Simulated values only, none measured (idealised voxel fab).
Title: Process Module voxel wiring stack
Pictured: cross-section cut, 205 nm wide, on a grid of 5 nm square cells.
Notation: cross-section as square-cell grid; stated in bands, top first, going down; one or more cell rows per band.
The entry gives the band's vertical extent as a top height and a bottom height in nm, then its horizontal make-up as materials from left to right, each with a width in nm. "blank" stands for empty space; a single material marked "full width" fills the band edge to edge.
Measure heights from 0. That's the level where, below it, the as-received wafer is all one material. The lowest band is bottomless and extends downward; write it as in "0 down".
A width given as "30 to 40" starts at the first number in the band's top row and ends at the second number in its bottom row, shifting by an equal amount at every step from row to row.
Given "identical to before" for a step, no cell of the cross-section differs between before and after that step.
Look at "Closed voids list" for the closed voids: empty spaces with no open path to the top, sized 8 cells or up. Each is width x height at distance, distance from the left edge, all nm.
It should be noted that, on the line of a given step, the content following the step's settings is a remark produced by the simulator itself with respect to that step.
On any step carrying a mask, the "overlay nm" setting, if present on the step's line, tells how far right of its planned place the mask lay; negative values point to the left.
The planned process steps are enumerated hereunder
1,RECEIVE with material Si
2,CONFORMAL_DEP with material SiO2, thk nm 15
3,DIRECTIONAL_DEP with material TiN, thk nm 5
4,DIRECTIONAL_DEP with material W, thk nm 15
5,MASKED_ETCH with tone cover, mask id METAL_1, width nm 30, pitch nm 60, etch materials W, depth nm 15, overlay nm 0
6,MASKED_ETCH with tone cover, mask id METAL_1, width nm 30, pitch nm 60, etch materials TiN, depth nm 5, overlay nm 0
7,CONFORMAL_DEP with material SiN, thk nm 5
8,FILL_DEP with material lowk, thk nm 10
9,CMP with height nm 35
10,CONFORMAL_DEP with material SiCN, thk nm 5
11,DIRECTIONAL_DEP with material SiO2, thk nm 20
12,DIRECTIONAL_DEP with material aC, thk nm 10
13,PATTERN with tone open, mask id PLUG_1, material resist, width nm 15, pitch nm 60, thk nm 25, overlay nm 0
14,DIRECTIONAL_ETCH with etch materials aC, depth nm 10
15,STRIP with etch materials resist
16,DIRECTIONAL_ETCH with etch materials SiO2, depth nm 20
17,DIRECTIONAL_ETCH with etch materials SiCN, depth nm 5
18,STRIP with etch materials aC
19,EPI with material Ru, thk nm 10
20,EPI with material Ru, thk nm 10
21,EPI with material Ru, thk nm 5
22,DIRECTIONAL_DEP with material TiN, thk nm 5
23,DIRECTIONAL_DEP with material Ru, thk nm 15
24,PATTERN with tone cover, mask id METAL_2, material resist, width nm 30, pitch nm 60, thk nm 20, overlay nm 0
25,DIRECTIONAL_ETCH with etch materials Ru, depth nm 15
26,DIRECTIONAL_ETCH with etch materials TiN, depth nm 5
27,STRIP with etch materials resist
28,CONFORMAL_DEP with material SiCN, thk nm 5
29,FILL_DEP with material lowk, thk nm 5
30,CMP with height nm 80
31,CONFORMAL_DEP with material SiCN, thk nm 5
The cross-section here shows the wafer as received, i.e. in its state after step 1
* 0 down | Si full width
* Closed voids list: none
The cross-section shown corresponds to the wafer at the conclusion of the module. The initial structure and the process plan are those presented above; however, one mistake occurred in executing the plan
* 85 to 80 | SiCN full width
* 80 to 70 | lowk=20  SiCN=5  Ru=25  SiCN=5 to 10  lowk=25 to 20  SiCN=5  Ru=25  SiCN=5 to 10  lowk=25 to 20  SiCN=5  Ru=25  SiCN=5 to 10  lowk=30 to 25
* 70 to 65 | lowk=20  SiCN=5  Ru=30  SiCN=5  lowk=20  SiCN=5  Ru=30  SiCN=5  lowk=20  SiCN=5  Ru=30  SiCN=5  lowk=25
* 65 to 60 | lowk=10  SiCN=15  TiN=25  Ru=5  SiCN=5  lowk=10  SiCN=15  TiN=25  Ru=5  SiCN=5  lowk=10  SiCN=15  TiN=25  Ru=5  SiCN=5  lowk=25
* 60 to 55 | lowk=10  SiCN=5  Ru=40  SiCN=5  lowk=10  SiCN=5  Ru=40  SiCN=5  lowk=10  SiCN=5  Ru=40  SiCN=5  lowk=25
* 55 to 50 | SiCN=15  Ru=35  TiN=5  SiCN=20  Ru=35  TiN=5  SiCN=20  Ru=35  TiN=5  SiCN=30
* 50 to 40 | SiO2=25  Ru=15  SiO2=45  Ru=15  SiO2=45  Ru=15  SiO2=45
* 40 to 35 | SiCN=25  Ru=15  SiCN=45  Ru=15  SiCN=45  Ru=15  SiCN=45
* 35 to 20 | lowk=20  SiN=5  W=30  SiN=5  lowk=20  SiN=5  W=30  SiN=5  lowk=20  SiN=5  W=30  SiN=5  lowk=25
* 20 to 15 | SiN=25  TiN=30  SiN=30  TiN=30  SiN=30  TiN=30  SiN=30
* 15 to 0 | SiO2 full width
* 0 down | Si full width
* Closed voids list: none
Run error: in deviation from the planned setting, step 11 was conducted as DIRECTIONAL_DEP with material SiO2, thk nm 10
